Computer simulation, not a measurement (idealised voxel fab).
Process module name: voxel air gaps
Section shown: cut. Width: 210 nm. Cell size: 5 nm, square.
Square cells in a grid make up a cross-section in this document, and the grid is given as bands, listed from the top down, each one or more rows of cells.
Top height, bottom height, nm. Materials left to right, width each, nm. Single material + "everywhere" = fills band edge to edge. "blank" = empty.
We count height from 0. Below that, the starting wafer is all one material. The lowest band never ends at the bottom but goes on down; see "0 nm and below" for how that is written.
Graded width ("30->40"): value in top row of band = first number; value in bottom row = second number; row-to-row change constant.
"everything unchanged" (step): cross-section cells unchanged, all of them.
"Internal closed voids": empty spaces of 8 cells or more with no open way to the top, each given as width x height at distance, distance from the left edge, all in nm.
If you see something after the settings on a step's line, that's the simulator's own remark about that step.
overlay nm: right-of-plan distance of the mask on a masked step; negative values mean left-of-plan.

Intended process steps
| 1 | op RECEIVE | material Si |
| 2 | op CONFORMAL_DEP | material SiO2 | thk nm 10 |
| 3 | op CONFORMAL_DEP | material SiCN | thk nm 5 |
| 4 | op DIRECTIONAL_DEP | material lowk | thk nm 35 |
| 5 | op DIRECTIONAL_DEP | material aC | thk nm 15 |
| 6 | op PATTERN | tone open | mask id LINES | material resist | width nm 15 | pitch nm 45 | thk nm 35 | overlay nm 0 |
| 7 | op DIRECTIONAL_ETCH | etch materials aC | depth nm 15 |
| 8 | op STRIP | etch materials resist |
| 9 | op DIRECTIONAL_ETCH | etch materials lowk | depth nm 35 |
| 10 | op STRIP | etch materials aC |
| 11 | op CONFORMAL_DEP | material TiN | thk nm 5 |
| 12 | op FILL_DEP | material W | thk nm 10 |
| 13 | op CMP | height nm 50 |
| 14 | op EPI | material Ru | thk nm 10 |
| 15 | op SELECTIVE_ETCH | etch materials lowk | depth nm 45 |
| 16 | op CONFORMAL_DEP | material SiCN | thk nm 5 |

Run as planned: first of two wafers

Cross-section of the wafer as it came to us, i.e., already through step 1
	0 nm and below = Si everywhere
	Internal closed voids: none

Once step 2 is through, the wafer looks like this in cross-section
	10 nm to 0 nm = SiO2 everywhere
	Unchanged below 0.

Once step 3 is through, the wafer looks like this in cross-section
	15 nm to 10 nm = SiCN everywhere
	Unchanged below 10.

Once step 4 is through, the wafer looks like this in cross-section
	50 nm to 15 nm = lowk everywhere
	Unchanged below 15.

Once step 5 is through, the wafer looks like this in cross-section
	65 nm to 50 nm = aC everywhere
	Unchanged below 50.

Once step 6 is through, the wafer looks like this in cross-section
	100 nm to 65 nm = resist: 50  blank: 15  resist: 30  blank: 15  resist: 30  blank: 15  resist: 55
	Unchanged below 65.

Once step 7 is through, the wafer looks like this in cross-section
	85 nm to 65 nm = resist: 50  blank: 15  resist: 30  blank: 15  resist: 30  blank: 15  resist: 55
	65 nm to 50 nm = aC: 50  blank: 15  aC: 30  blank: 15  aC: 30  blank: 15  aC: 55
	Unchanged below 50.

Once step 8 is through, the wafer looks like this in cross-section
	65 nm to 50 nm = aC: 50  blank: 15  aC: 30  blank: 15  aC: 30  blank: 15  aC: 55
	Unchanged below 50.

Once step 9 is through, the wafer looks like this in cross-section
	65 nm to 50 nm = aC: 50  blank: 15  aC: 30  blank: 15  aC: 30  blank: 15  aC: 55
	50 nm to 15 nm = lowk: 50  blank: 15  lowk: 30  blank: 15  lowk: 30  blank: 15  lowk: 55
	Unchanged below 15.

Once step 10 is through, the wafer looks like this in cross-section
	50 nm to 15 nm = lowk: 50  blank: 15  lowk: 30  blank: 15  lowk: 30  blank: 15  lowk: 55
	Unchanged below 15.

Once step 11 is through, the wafer looks like this in cross-section
	55 nm to 50 nm = TiN: 55  blank: 5  TiN: 40  blank: 5  TiN: 40  blank: 5  TiN: 60
	50 nm to 20 nm = lowk: 50  TiN: 5  blank: 5  TiN: 5  lowk: 30  TiN: 5  blank: 5  TiN: 5  lowk: 30  TiN: 5  blank: 5  TiN: 5  lowk: 55
	20 nm to 15 nm = lowk: 50  TiN: 15  lowk: 30  TiN: 15  lowk: 30  TiN: 15  lowk: 55
	Unchanged below 15.

Once step 12 is through, the wafer looks like this in cross-section
	65 nm to 55 nm = W everywhere
	55 nm to 50 nm = TiN: 55  W: 5  TiN: 40  W: 5  TiN: 40  W: 5  TiN: 60
	50 nm to 20 nm = lowk: 50  TiN: 5  W: 5  TiN: 5  lowk: 30  TiN: 5  W: 5  TiN: 5  lowk: 30  TiN: 5  W: 5  TiN: 5  lowk: 55
	Unchanged below 20.

Once step 13 is through, the wafer looks like this in cross-section
	50 nm to 20 nm = lowk: 50  TiN: 5  W: 5  TiN: 5  lowk: 30  TiN: 5  W: 5  TiN: 5  lowk: 30  TiN: 5  W: 5  TiN: 5  lowk: 55
	Unchanged below 20.

Once step 14 is through, the wafer looks like this in cross-section
	60 nm to 50 nm = blank: 40  Ru: 35  blank: 10  Ru: 35  blank: 10  Ru: 35  blank: 45
	Unchanged below 50.

Once step 15 is through, the wafer looks like this in cross-section
	60 nm to 50 nm = blank: 40  Ru: 35  blank: 10  Ru: 35  blank: 10  Ru: 35  blank: 45
	50 nm to 20 nm = blank: 50  TiN: 5  W: 5  TiN: 5  blank: 30  TiN: 5  W: 5  TiN: 5  blank: 30  TiN: 5  W: 5  TiN: 5  blank: 55
	20 nm to 15 nm = blank: 50  TiN: 15  blank: 30  TiN: 15  blank: 30  TiN: 15  blank: 55
	Unchanged below 15.

Once step 16 is through, the wafer looks like this in cross-section
	65 nm to 60 nm = blank: 35  SiCN: 135  blank: 40
	60 nm to 50 nm = blank: 35  SiCN: 5  Ru: 35  SiCN: 10  Ru: 35  SiCN: 10  Ru: 35  SiCN: 5  blank: 40
	50 nm to 45 nm = blank: 35  SiCN: 15  TiN: 5  W: 5  TiN: 5  SiCN: 30  TiN: 5  W: 5  TiN: 5  SiCN: 30  TiN: 5  W: 5  TiN: 5  SiCN: 15  blank: 40
	45 nm to 20 nm = blank: 45  SiCN: 5  TiN: 5  W: 5  TiN: 5  SiCN: 5  blank: 20  SiCN: 5  TiN: 5  W: 5  TiN: 5  SiCN: 5  blank: 20  SiCN: 5  TiN: 5  W: 5  TiN: 5  SiCN: 5  blank: 50
	20 nm to 15 nm = SiCN: 50  TiN: 15  SiCN: 30  TiN: 15  SiCN: 30  TiN: 15  SiCN: 55
	Unchanged below 15.
	Internal closed voids: 20 x 25 at 70; 20 x 25 at 115

Now the other wafer: same start, same recipe, but we messed up one thing when running it. Up to and including step 15 it's the same as the first one

What the second wafer looks like in cross-section when step 16 should have wrapped up
	65 nm to 60 nm = blank: 35  TiN: 135  blank: 40
	60 nm to 50 nm = blank: 35  TiN: 5  Ru: 35  TiN: 10  Ru: 35  TiN: 10  Ru: 35  TiN: 5  blank: 40
	50 nm to 45 nm = blank: 35  TiN: 20  W: 5  TiN: 40  W: 5  TiN: 40  W: 5  TiN: 20  blank: 40
	45 nm to 20 nm = blank: 45  TiN: 10  W: 5  TiN: 10  blank: 20  TiN: 10  W: 5  TiN: 10  blank: 20  TiN: 10  W: 5  TiN: 10  blank: 50
	20 nm to 15 nm = TiN everywhere
	Unchanged below 15.
	Internal closed voids: 20 x 25 at 70; 20 x 25 at 115
Against the plan, the run slipped here: step 16 deviated from plan and actually ran as op CONFORMAL_DEP | material TiN | thk nm 5
The closing comparison, in cells, has the second wafer with more or fewer of some materials than the first: 120 fewer of SiCN; 120 more of TiN
